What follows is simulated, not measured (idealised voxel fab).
Process module under the name voxel plated lines
The width of the displayed cross-section, cut, is 225 nm; its cells are square, with a size of 5 nm.
Cross-section spec: square-cell grid; bands listed top down; each band is one or more rows.
Basically the band line says how high the top is and how high the bottom is, in nm, and then what's in it from left to right, every material with its width in nm. Empty space shows up as "blank", and if a single material carries "everywhere" it runs the full band edge to edge.
Convention: height 0 is the level below which the wafer, as received, is all one material. The lowest band does not terminate at the bottom but continues downward, represented as "from 0 down".
Width: "30 to 40" (first number = top row, second number = bottom row, same change from row to row of cells).
Key: "stayed the same" - step with no changed cell in the cross-section.
Heads up: "Closed void listing" only lists the empty pockets with no open path to the top that are 8 cells or more, and it writes them as width x height at distance, distance from the left edge, in nm.
Text after the settings on a step's line: the simulator's own remark on that step.
overlay nm: for a step with a mask, the amount by which the mask lay right of where it was planned; a negative amount means left of it.

These are the steps we planned for the process
1: RECEIVE,material Si
2: CONFORMAL_DEP,material Al2O3,thk nm 15
3: DIRECTIONAL_DEP,material TiN,thk nm 5
4: PATTERN,tone open,mask id LINES,material resist,width nm 30,pitch nm 55,thk nm 30,overlay nm 0
5: EPI,material Ru,thk nm 5
6: EPI,material Ru,thk nm 5
7: STRIP,etch materials resist
8: DIRECTIONAL_ETCH,etch materials TiN,depth nm 5
9: CONFORMAL_DEP,material SiO2,thk nm 10

Cross-section of the wafer as it came to us, i.e., already through step 1
    from 0 down  Si everywhere
    Closed void listing: none

End-of-module cross-section. Starting structure and process plan as above; one mistake made in running it
    from 30 to 20  SiO2 everywhere
    from 20 to 5  Al2O3 everywhere
    from 5 to 0  TiN everywhere
    from 0 down  Si everywhere
    Closed void listing: none
The mistake made against the process plan was this: plan steps 2 and 3 run swapped
